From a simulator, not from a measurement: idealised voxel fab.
Module name: voxel gate over fins (process module)
Cross-section cut spans 255 nm and uses square cells 5 nm in size.
This document writes a cross-section as a grid whose cells are square, and gives it as bands, listed from the top down; one or more rows of cells form a band. Heads up on the band format: heights come first, top then bottom, in nm. After that it's the materials left to right, each with its width in nm. A single material flagged "all across" fills the whole band edge to edge, and "air" means there's empty space there. Height is counted from the level 0, under which the received wafer is composed throughout of one material. The lowest of the bands is not closed at the bottom but continues downward, in the notation "0 nm and below". So if you see something like "30..40" for the width, read it as the top row of the band sitting at the first number and the bottom row at the second, with every row in between moving by the same amount as the last. The designation "remained the same", where it is given for a processing step, indicates that no cell of the cross-section was altered in the course of that step. The entry "closed voids" lists the empty spaces that cover at least 8 cells and have no open path to the top. Each is written as width x height at distance, where the distance is measured from the left edge and all three values are in nm. That trailing text on a step's line, after the settings, is the simulator's own remark on the step. The "overlay nm" setting may appear on a step's line; for a step that uses a mask, it gives how far to the right of its planned position the mask lay, and a negative value indicates the left.
-- List of planned process steps
| 1 | RECEIVE, material Si |
| 2 | CONFORMAL_DEP, material SiN, thk nm 5 |
| 3 | DIRECTIONAL_DEP, material aC, thk nm 10 |
| 4 | PATTERN, tone cover, mask id FINS, material resist, width nm 15, pitch nm 50, thk nm 25, overlay nm 0 |
| 5 | DIRECTIONAL_ETCH, etch materials aC, depth nm 10 |
| 6 | STRIP, etch materials resist |
| 7 | DIRECTIONAL_ETCH, etch materials SiN, depth nm 5 |
| 8 | DIRECTIONAL_ETCH, etch materials Si, depth nm 30 |
| 9 | STRIP, etch materials aC |
| 10 | FILL_DEP, material SiO2, thk nm 15 |
| 11 | CMP, height nm 5 |
| 12 | MASKED_ETCH, tone open, mask id RAIL, width nm 15, etch materials SiO2, depth nm 30, overlay nm 0 |
| 13 | CONFORMAL_DEP, material TiN, thk nm 5 |
| 14 | FILL_DEP, material W, thk nm 10 |
| 15 | CMP, height nm 5 |
| 16 | SELECTIVE_ETCH, etch materials W Ru TiN, depth nm 25 |
| 17 | FILL_DEP, material SiO2, thk nm 5 |
| 18 | CMP, height nm 5 |
| 19 | SELECTIVE_ETCH, etch materials SiO2, depth nm 15 |
| 20 | STRIP, etch materials SiN |
| 21 | CONFORMAL_DEP, material HfO2, thk nm 5 |
| 22 | CONFORMAL_DEP, material TiN, thk nm 5 |
| 23 | CONFORMAL_DEP, material TiAl, thk nm 5 |
| 24 | CONFORMAL_DEP, material TiN, thk nm 5 |
| 25 | FILL_DEP, material W, thk nm 15 |
| 26 | CMP, height nm 30 |
| 27 | CONFORMAL_DEP, material SiN, thk nm 5 |
-- First of the two wafers, run per plan
-- Cross-section of the wafer upon arrival, representing the state reached after step 1
> 0 nm and below: Si all across
> closed voids: none
-- Wafer after step 2 (cross-section)
> 5 nm to 0 nm: SiN all across
> Heights below 0 show no change.
-- Wafer after step 3 (cross-section)
> 15 nm to 5 nm: aC all across
> Heights below 5 show no change.
-- Wafer after step 4 (cross-section)
> 40 nm to 15 nm: 70 nm air | 15 nm resist | 35 nm air | 15 nm resist | 35 nm air | 15 nm resist | 70 nm air
> Heights below 15 show no change.
-- Wafer after step 5 (cross-section)
> 30 nm to 15 nm: 70 nm air | 15 nm resist | 35 nm air | 15 nm resist | 35 nm air | 15 nm resist | 70 nm air
> 15 nm to 5 nm: 70 nm air | 15 nm aC | 35 nm air | 15 nm aC | 35 nm air | 15 nm aC | 70 nm air
> Heights below 5 show no change.
-- Wafer after step 6 (cross-section)
> 15 nm to 5 nm: 70 nm air | 15 nm aC | 35 nm air | 15 nm aC | 35 nm air | 15 nm aC | 70 nm air
> Heights below 5 show no change.
-- Wafer after step 7 (cross-section)
> 15 nm to 5 nm: 70 nm air | 15 nm aC | 35 nm air | 15 nm aC | 35 nm air | 15 nm aC | 70 nm air
> 5 nm to 0 nm: 70 nm air | 15 nm SiN | 35 nm air | 15 nm SiN | 35 nm air | 15 nm SiN | 70 nm air
> Heights below 0 show no change.
-- Wafer after step 8 (cross-section)
> 15 nm to 5 nm: 70 nm air | 15 nm aC | 35 nm air | 15 nm aC | 35 nm air | 15 nm aC | 70 nm air
> 5 nm to 0 nm: 70 nm air | 15 nm SiN | 35 nm air | 15 nm SiN | 35 nm air | 15 nm SiN | 70 nm air
> 0 nm to -30 nm: 70 nm air | 15 nm Si | 35 nm air | 15 nm Si | 35 nm air | 15 nm Si | 70 nm air
> Heights below -30 show no change.
-- Wafer after step 9 (cross-section)
> 5 nm to 0 nm: 70 nm air | 15 nm SiN | 35 nm air | 15 nm SiN | 35 nm air | 15 nm SiN | 70 nm air
> Heights below 0 show no change.
-- Wafer after step 10 (cross-section)
> 20 nm to 5 nm: SiO2 all across
> 5 nm to 0 nm: 70 nm SiO2 | 15 nm SiN | 35 nm SiO2 | 15 nm SiN | 35 nm SiO2 | 15 nm SiN | 70 nm SiO2
> 0 nm to -30 nm: 70 nm SiO2 | 15 nm Si | 35 nm SiO2 | 15 nm Si | 35 nm SiO2 | 15 nm Si | 70 nm SiO2
> Heights below -30 show no change.
-- Wafer after step 11 (cross-section)
> 5 nm to 0 nm: 70 nm SiO2 | 15 nm SiN | 35 nm SiO2 | 15 nm SiN | 35 nm SiO2 | 15 nm SiN | 70 nm SiO2
> Heights below 0 show no change.
-- Wafer after step 12 (cross-section)
> 5 nm to 0 nm: 70 nm SiO2 | 15 nm SiN | 10 nm SiO2 | 15 nm air | 10 nm SiO2 | 15 nm SiN | 35 nm SiO2 | 15 nm SiN | 70 nm SiO2
> 0 nm to -25 nm: 70 nm SiO2 | 15 nm Si | 10 nm SiO2 | 15 nm air | 10 nm SiO2 | 15 nm Si | 35 nm SiO2 | 15 nm Si | 70 nm SiO2
> Heights below -25 show no change.
-- Wafer after step 13 (cross-section)
> 10 nm to 5 nm: 100 nm TiN | 5 nm air | 150 nm TiN
> 5 nm to 0 nm: 70 nm SiO2 | 15 nm SiN | 10 nm SiO2 | 5 nm TiN | 5 nm air | 5 nm TiN | 10 nm SiO2 | 15 nm SiN | 35 nm SiO2 | 15 nm SiN | 70 nm SiO2
> 0 nm to -20 nm: 70 nm SiO2 | 15 nm Si | 10 nm SiO2 | 5 nm TiN | 5 nm air | 5 nm TiN | 10 nm SiO2 | 15 nm Si | 35 nm SiO2 | 15 nm Si | 70 nm SiO2
> -20 nm to -25 nm: 70 nm SiO2 | 15 nm Si | 10 nm SiO2 | 15 nm TiN | 10 nm SiO2 | 15 nm Si | 35 nm SiO2 | 15 nm Si | 70 nm SiO2
> Heights below -25 show no change.
-- Wafer after step 14 (cross-section)
> 20 nm to 10 nm: W all across
> 10 nm to 5 nm: 100 nm TiN | 5 nm W | 150 nm TiN
> 5 nm to 0 nm: 70 nm SiO2 | 15 nm SiN | 10 nm SiO2 | 5 nm TiN | 5 nm W | 5 nm TiN | 10 nm SiO2 | 15 nm SiN | 35 nm SiO2 | 15 nm SiN | 70 nm SiO2
> 0 nm to -20 nm: 70 nm SiO2 | 15 nm Si | 10 nm SiO2 | 5 nm TiN | 5 nm W | 5 nm TiN | 10 nm SiO2 | 15 nm Si | 35 nm SiO2 | 15 nm Si | 70 nm SiO2
> Heights below -20 show no change.
-- Wafer after step 15 (cross-section)
> 5 nm to 0 nm: 70 nm SiO2 | 15 nm SiN | 10 nm SiO2 | 5 nm TiN | 5 nm W | 5 nm TiN | 10 nm SiO2 | 15 nm SiN | 35 nm SiO2 | 15 nm SiN | 70 nm SiO2
> Heights below 0 show no change.
-- Wafer after step 16 (cross-section)
> 5 nm to 0 nm: 70 nm SiO2 | 15 nm SiN | 10 nm SiO2 | 15 nm air | 10 nm SiO2 | 15 nm SiN | 35 nm SiO2 | 15 nm SiN | 70 nm SiO2
> 0 nm to -20 nm: 70 nm SiO2 | 15 nm Si | 10 nm SiO2 | 15 nm air | 10 nm SiO2 | 15 nm Si | 35 nm SiO2 | 15 nm Si | 70 nm SiO2
> Heights below -20 show no change.
-- Wafer after step 17 (cross-section)
> 10 nm to 5 nm: SiO2 all across
> 5 nm to 0 nm: 70 nm SiO2 | 15 nm SiN | 35 nm SiO2 | 15 nm SiN | 35 nm SiO2 | 15 nm SiN | 70 nm SiO2
> 0 nm to -20 nm: 70 nm SiO2 | 15 nm Si | 35 nm SiO2 | 15 nm Si | 35 nm SiO2 | 15 nm Si | 70 nm SiO2
> Heights below -20 show no change.
-- Wafer after step 18 (cross-section)
> 5 nm to 0 nm: 70 nm SiO2 | 15 nm SiN | 35 nm SiO2 | 15 nm SiN | 35 nm SiO2 | 15 nm SiN | 70 nm SiO2
> Heights below 0 show no change.
-- Wafer after step 19 (cross-section)
> 5 nm to 0 nm: 70 nm air | 15 nm SiN | 35 nm air | 15 nm SiN | 35 nm air | 15 nm SiN | 70 nm air
> 0 nm to -10 nm: 70 nm air | 15 nm Si | 35 nm air | 15 nm Si | 35 nm air | 15 nm Si | 70 nm air
> Heights below -10 show no change.
-- Wafer after step 20 (cross-section)
> 0 nm to -10 nm: 70 nm air | 15 nm Si | 35 nm air | 15 nm Si | 35 nm air | 15 nm Si | 70 nm air
> Heights below -10 show no change.
-- Wafer after step 21 (cross-section)
> 5 nm to 0 nm: 65 nm air | 25 nm HfO2 | 25 nm air | 25 nm HfO2 | 25 nm air | 25 nm HfO2 | 65 nm air
> 0 nm to -5 nm: 65 nm air | 5 nm HfO2 | 15 nm Si | 5 nm HfO2 | 25 nm air | 5 nm HfO2 | 15 nm Si | 5 nm HfO2 | 25 nm air | 5 nm HfO2 | 15 nm Si | 5 nm HfO2 | 65 nm air
> -5 nm to -10 nm: 70 nm HfO2 | 15 nm Si | 35 nm HfO2 | 15 nm Si | 35 nm HfO2 | 15 nm Si | 70 nm HfO2
> Heights below -10 show no change.
-- Wafer after step 22 (cross-section)
> 10 nm to 5 nm: 60 nm air | 35 nm TiN | 15 nm air | 35 nm TiN | 15 nm air | 35 nm TiN | 60 nm air
> 5 nm to 0 nm: 60 nm air | 5 nm TiN | 25 nm HfO2 | 5 nm TiN | 15 nm air | 5 nm TiN | 25 nm HfO2 | 5 nm TiN | 15 nm air | 5 nm TiN | 25 nm HfO2 | 5 nm TiN | 60 nm air
> 0 nm to -5 nm: 65 nm TiN | 5 nm HfO2 | 15 nm Si | 5 nm HfO2 | 25 nm TiN | 5 nm HfO2 | 15 nm Si | 5 nm HfO2 | 25 nm TiN | 5 nm HfO2 | 15 nm Si | 5 nm HfO2 | 65 nm TiN
> Heights below -5 show no change.
-- Wafer after step 23 (cross-section)
> 15 nm to 10 nm: 55 nm air | 45 nm TiAl | 5 nm air | 45 nm TiAl | 5 nm air | 45 nm TiAl | 55 nm air
> 10 nm to 5 nm: 55 nm air | 5 nm TiAl | 35 nm TiN | 5 nm TiAl | 5 nm air | 5 nm TiAl | 35 nm TiN | 5 nm TiAl | 5 nm air | 5 nm TiAl | 35 nm TiN | 5 nm TiAl | 55 nm air
> 5 nm to 0 nm: 60 nm TiAl | 5 nm TiN | 25 nm HfO2 | 5 nm TiN | 15 nm TiAl | 5 nm TiN | 25 nm HfO2 | 5 nm TiN | 15 nm TiAl | 5 nm TiN | 25 nm HfO2 | 5 nm TiN | 60 nm TiAl
> Heights below 0 show no change.
-- Wafer after step 24 (cross-section)
> 20 nm to 15 nm: 50 nm air | 155 nm TiN | 50 nm air
> 15 nm to 10 nm: 50 nm air | 5 nm TiN | 45 nm TiAl | 5 nm TiN | 45 nm TiAl | 5 nm TiN | 45 nm TiAl | 5 nm TiN | 50 nm air
> 10 nm to 5 nm: 55 nm TiN | 5 nm TiAl | 35 nm TiN | 5 nm TiAl | 5 nm TiN | 5 nm TiAl | 35 nm TiN | 5 nm TiAl | 5 nm TiN | 5 nm TiAl | 35 nm TiN | 5 nm TiAl | 55 nm TiN
> Heights below 5 show no change.
-- Wafer after step 25 (cross-section)
> 35 nm to 20 nm: W all across
> 20 nm to 15 nm: 50 nm W | 155 nm TiN | 50 nm W
> 15 nm to 10 nm: 50 nm W | 5 nm TiN | 45 nm TiAl | 5 nm TiN | 45 nm TiAl | 5 nm TiN | 45 nm TiAl | 5 nm TiN | 50 nm W
> Heights below 10 show no change.
-- Wafer after step 26 (cross-section)
> 30 nm to 20 nm: W all across
> Heights below 20 show no change.
-- Wafer after step 27 (cross-section)
> 35 nm to 30 nm: SiN all across
> Heights below 30 show no change.
-- Okay, second wafer. Nothing different at the start, nothing different in the plan, just one mistake somewhere in the running. As far as step 18, counting that step, it's the first wafer all over again
-- when step 19 should have ended
> 5 nm to 0 nm: 70 nm air | 15 nm SiN | 35 nm air | 15 nm SiN | 35 nm air | 15 nm SiN | 70 nm air
> 0 nm to -20 nm: 70 nm air | 15 nm Si | 35 nm air | 15 nm Si | 35 nm air | 15 nm Si | 70 nm air
> -20 nm to -25 nm: 70 nm air | 15 nm Si | 10 nm air | 15 nm TiN | 10 nm air | 15 nm Si | 35 nm air | 15 nm Si | 70 nm air
> Heights below -25 show no change.
-- when step 20 should have ended
> 0 nm to -20 nm: 70 nm air | 15 nm Si | 35 nm air | 15 nm Si | 35 nm air | 15 nm Si | 70 nm air
> Heights below -20 show no change.
-- when step 21 should have ended
> 5 nm to 0 nm: 65 nm air | 25 nm HfO2 | 25 nm air | 25 nm HfO2 | 25 nm air | 25 nm HfO2 | 65 nm air
> 0 nm to -15 nm: 65 nm air | 5 nm HfO2 | 15 nm Si | 5 nm HfO2 | 25 nm air | 5 nm HfO2 | 15 nm Si | 5 nm HfO2 | 25 nm air | 5 nm HfO2 | 15 nm Si | 5 nm HfO2 | 65 nm air
> -15 nm to -20 nm: 65 nm air | 5 nm HfO2 | 15 nm Si | 35 nm HfO2 | 15 nm Si | 5 nm HfO2 | 25 nm air | 5 nm HfO2 | 15 nm Si | 5 nm HfO2 | 65 nm air
> -20 nm to -25 nm: 70 nm HfO2 | 15 nm Si | 10 nm HfO2 | 15 nm TiN | 10 nm HfO2 | 15 nm Si | 35 nm HfO2 | 15 nm Si | 70 nm HfO2
> Heights below -25 show no change.
-- when step 22 should have ended
> 10 nm to 5 nm: 60 nm air | 35 nm TiN | 15 nm air | 35 nm TiN | 15 nm air | 35 nm TiN | 60 nm air
> 5 nm to 0 nm: 60 nm air | 5 nm TiN | 25 nm HfO2 | 5 nm TiN | 15 nm air | 5 nm TiN | 25 nm HfO2 | 5 nm TiN | 15 nm air | 5 nm TiN | 25 nm HfO2 | 5 nm TiN | 60 nm air
> 0 nm to -10 nm: 60 nm air | 5 nm TiN | 5 nm HfO2 | 15 nm Si | 5 nm HfO2 | 5 nm TiN | 15 nm air | 5 nm TiN | 5 nm HfO2 | 15 nm Si | 5 nm HfO2 | 5 nm TiN | 15 nm air | 5 nm TiN | 5 nm HfO2 | 15 nm Si | 5 nm HfO2 | 5 nm TiN | 60 nm air
> -10 nm to -15 nm: 60 nm air | 5 nm TiN | 5 nm HfO2 | 15 nm Si | 5 nm HfO2 | 25 nm TiN | 5 nm HfO2 | 15 nm Si | 5 nm HfO2 | 5 nm TiN | 15 nm air | 5 nm TiN | 5 nm HfO2 | 15 nm Si | 5 nm HfO2 | 5 nm TiN | 60 nm air
> -15 nm to -20 nm: 65 nm TiN | 5 nm HfO2 | 15 nm Si | 35 nm HfO2 | 15 nm Si | 5 nm HfO2 | 25 nm TiN | 5 nm HfO2 | 15 nm Si | 5 nm HfO2 | 65 nm TiN
> Heights below -20 show no change.
-- when step 23 should have ended
> 15 nm to 10 nm: 55 nm air | 45 nm TiAl | 5 nm air | 45 nm TiAl | 5 nm air | 45 nm TiAl | 55 nm air
> 10 nm to 5 nm: 55 nm air | 5 nm TiAl | 35 nm TiN | 5 nm TiAl | 5 nm air | 5 nm TiAl | 35 nm TiN | 5 nm TiAl | 5 nm air | 5 nm TiAl | 35 nm TiN | 5 nm TiAl | 55 nm air
> 5 nm to 0 nm: 55 nm air | 5 nm TiAl | 5 nm TiN | 25 nm HfO2 | 5 nm TiN | 5 nm TiAl | 5 nm air | 5 nm TiAl | 5 nm TiN | 25 nm HfO2 | 5 nm TiN | 5 nm TiAl | 5 nm air | 5 nm TiAl | 5 nm TiN | 25 nm HfO2 | 5 nm TiN | 5 nm TiAl | 55 nm air
> 0 nm to -5 nm: 55 nm air | 5 nm TiAl | 5 nm TiN | 5 nm HfO2 | 15 nm Si | 5 nm HfO2 | 5 nm TiN | 5 nm TiAl | 5 nm air | 5 nm TiAl | 5 nm TiN | 5 nm HfO2 | 15 nm Si | 5 nm HfO2 | 5 nm TiN | 5 nm TiAl | 5 nm air | 5 nm TiAl | 5 nm TiN | 5 nm HfO2 | 15 nm Si | 5 nm HfO2 | 5 nm TiN | 5 nm TiAl | 55 nm air
> -5 nm to -10 nm: 55 nm air | 5 nm TiAl | 5 nm TiN | 5 nm HfO2 | 15 nm Si | 5 nm HfO2 | 5 nm TiN | 15 nm TiAl | 5 nm TiN | 5 nm HfO2 | 15 nm Si | 5 nm HfO2 | 5 nm TiN | 5 nm TiAl | 5 nm air | 5 nm TiAl | 5 nm TiN | 5 nm HfO2 | 15 nm Si | 5 nm HfO2 | 5 nm TiN | 5 nm TiAl | 55 nm air
> -10 nm to -15 nm: 60 nm TiAl | 5 nm TiN | 5 nm HfO2 | 15 nm Si | 5 nm HfO2 | 25 nm TiN | 5 nm HfO2 | 15 nm Si | 5 nm HfO2 | 5 nm TiN | 15 nm TiAl | 5 nm TiN | 5 nm HfO2 | 15 nm Si | 5 nm HfO2 | 5 nm TiN | 60 nm TiAl
> Heights below -15 show no change.
-- when step 24 should have ended
> 20 nm to 15 nm: 50 nm air | 155 nm TiN | 50 nm air
> 15 nm to 10 nm: 50 nm air | 5 nm TiN | 45 nm TiAl | 5 nm TiN | 45 nm TiAl | 5 nm TiN | 45 nm TiAl | 5 nm TiN | 50 nm air
> 10 nm to 5 nm: 50 nm air | 5 nm TiN | 5 nm TiAl | 35 nm TiN | 5 nm TiAl | 5 nm TiN | 5 nm TiAl | 35 nm TiN | 5 nm TiAl | 5 nm TiN | 5 nm TiAl | 35 nm TiN | 5 nm TiAl | 5 nm TiN | 50 nm air
> 5 nm to 0 nm: 50 nm air | 5 nm TiN | 5 nm TiAl | 5 nm TiN | 25 nm HfO2 | 5 nm TiN | 5 nm TiAl | 5 nm TiN | 5 nm TiAl | 5 nm TiN | 25 nm HfO2 | 5 nm TiN | 5 nm TiAl | 5 nm TiN | 5 nm TiAl | 5 nm TiN | 25 nm HfO2 | 5 nm TiN | 5 nm TiAl | 5 nm TiN | 50 nm air
> 0 nm to -5 nm: 50 nm air | 5 nm TiN | 5 nm TiAl | 5 nm TiN | 5 nm HfO2 | 15 nm Si | 5 nm HfO2 | 5 nm TiN | 5 nm TiAl | 5 nm TiN | 5 nm TiAl | 5 nm TiN | 5 nm HfO2 | 15 nm Si | 5 nm HfO2 | 5 nm TiN | 5 nm TiAl | 5 nm TiN | 5 nm TiAl | 5 nm TiN | 5 nm HfO2 | 15 nm Si | 5 nm HfO2 | 5 nm TiN | 5 nm TiAl | 5 nm TiN | 50 nm air
> -5 nm to -10 nm: 55 nm TiN | 5 nm TiAl | 5 nm TiN | 5 nm HfO2 | 15 nm Si | 5 nm HfO2 | 5 nm TiN | 15 nm TiAl | 5 nm TiN | 5 nm HfO2 | 15 nm Si | 5 nm HfO2 | 5 nm TiN | 5 nm TiAl | 5 nm TiN | 5 nm TiAl | 5 nm TiN | 5 nm HfO2 | 15 nm Si | 5 nm HfO2 | 5 nm TiN | 5 nm TiAl | 55 nm TiN
> Heights below -10 show no change.
-- when step 25 should have ended
> 35 nm to 20 nm: W all across
> 20 nm to 15 nm: 50 nm W | 155 nm TiN | 50 nm W
> 15 nm to 10 nm: 50 nm W | 5 nm TiN | 45 nm TiAl | 5 nm TiN | 45 nm TiAl | 5 nm TiN | 45 nm TiAl | 5 nm TiN | 50 nm W
> 10 nm to 5 nm: 50 nm W | 5 nm TiN | 5 nm TiAl | 35 nm TiN | 5 nm TiAl | 5 nm TiN | 5 nm TiAl | 35 nm TiN | 5 nm TiAl | 5 nm TiN | 5 nm TiAl | 35 nm TiN | 5 nm TiAl | 5 nm TiN | 50 nm W
> 5 nm to 0 nm: 50 nm W | 5 nm TiN | 5 nm TiAl | 5 nm TiN | 25 nm HfO2 | 5 nm TiN | 5 nm TiAl | 5 nm TiN | 5 nm TiAl | 5 nm TiN | 25 nm HfO2 | 5 nm TiN | 5 nm TiAl | 5 nm TiN | 5 nm TiAl | 5 nm TiN | 25 nm HfO2 | 5 nm TiN | 5 nm TiAl | 5 nm TiN | 50 nm W
> 0 nm to -5 nm: 50 nm W | 5 nm TiN | 5 nm TiAl | 5 nm TiN | 5 nm HfO2 | 15 nm Si | 5 nm HfO2 | 5 nm TiN | 5 nm TiAl | 5 nm TiN | 5 nm TiAl | 5 nm TiN | 5 nm HfO2 | 15 nm Si | 5 nm HfO2 | 5 nm TiN | 5 nm TiAl | 5 nm TiN | 5 nm TiAl | 5 nm TiN | 5 nm HfO2 | 15 nm Si | 5 nm HfO2 | 5 nm TiN | 5 nm TiAl | 5 nm TiN | 50 nm W
> Heights below -5 show no change.
-- when step 26 should have ended
> 30 nm to 20 nm: W all across
> Heights below 20 show no change.
-- when step 27 should have ended
> 35 nm to 30 nm: SiN all across
> Heights below 30 show no change.
What went wrong in running the wafer? step 19 of the plan saw execution twice
Final tally in cells, some materials are higher or lower on the second wafer than on the first: +20 HfO2; -123 SiO2; +16 TiAl; +27 TiN; +60 W
